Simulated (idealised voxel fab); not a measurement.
The following is a process module called voxel gate over fins.
FYI the section here is cut, 150 nm wide, cells are 5 nm squares.
Cross-section layout: square cells on a grid; listed as bands, top to bottom; a band spans one or more cell rows.
Band: top and bottom heights (nm) first, top before bottom; then materials from left to right, widths in nm. "all across" marks a sole material filling the band edge to edge. "blank" denotes empty space.
Beneath 0, the wafer as received is one material, and that level is where height counting begins. The lowest band goes on downward without a bottom; it is written like "0..down".
A two-number width, for instance "30..40", indicates that the width is equal to the first number in the top row of the band and to the second number in the bottom row, and that it changes by a constant amount per row of cells.
When a step is marked "no modification", none of the cells in the cross-section changed during that step.
In the "Closed internal cavities" entry, you get each enclosed empty space of 8 cells or more, one with no open way to the top, written width x height at distance, distance from the left edge, in nm.
It should be noted that, on the line of a given step, the content following the step's settings is a remark produced by the simulator itself with respect to that step.
"overlay nm", when on a step's line for a step with a mask, measures how far to the right of its planned place the mask lay; a negative measure means to the left.
## The process steps that were planned are listed below
1. RECEIVE,material Si
2. CONFORMAL_DEP,material SiN,thk nm 10
3. PATTERN,tone cover,mask id FINS,material resist,width nm 15,pitch nm 35,thk nm 15,overlay nm 0
4. DIRECTIONAL_ETCH,etch materials SiN,depth nm 10
5. DIRECTIONAL_ETCH,etch materials Si,depth nm 35
6. STRIP,etch materials resist
7. OXIDIZE,depth nm 5
8. FILL_DEP,material SiO2,thk nm 5
9. CMP,height nm 10
10. SELECTIVE_ETCH,etch materials SiO2,depth nm 25
11. STRIP,etch materials SiN
12. CONFORMAL_DEP,material HfO2,thk nm 5
13. CONFORMAL_DEP,material TiN,thk nm 5
14. FILL_DEP,material W,thk nm 15
15. CMP,height nm 20
16. CONFORMAL_DEP,material SiCN,thk nm 10
## Incoming wafer, cross-sectional view, post step 1
> 0..down: Si all across
> Closed internal cavities: none
## Cross-sectional result after module completion. Note: starting condition and plan are unchanged from above; one processing mistake was made
> 30..20: SiCN all across
> 20..10: W all across
> 10..5: 45 of W / 25 of TiN / 10 of W / 25 of TiN / 45 of W
> 5..0: 50 of TiN / 15 of HfO2 / 20 of TiN / 15 of HfO2 / 50 of TiN
> 0..-5: 55 of HfO2 / 5 of Si / 30 of HfO2 / 5 of Si / 55 of HfO2
> -5..-40: 55 of SiO2 / 5 of Si / 30 of SiO2 / 5 of Si / 55 of SiO2
> -40..down: Si all across
> Closed internal cavities: none
Want to know what went wrong? step 10 ran as: SELECTIVE_ETCH,etch materials SiO2,depth nm 15
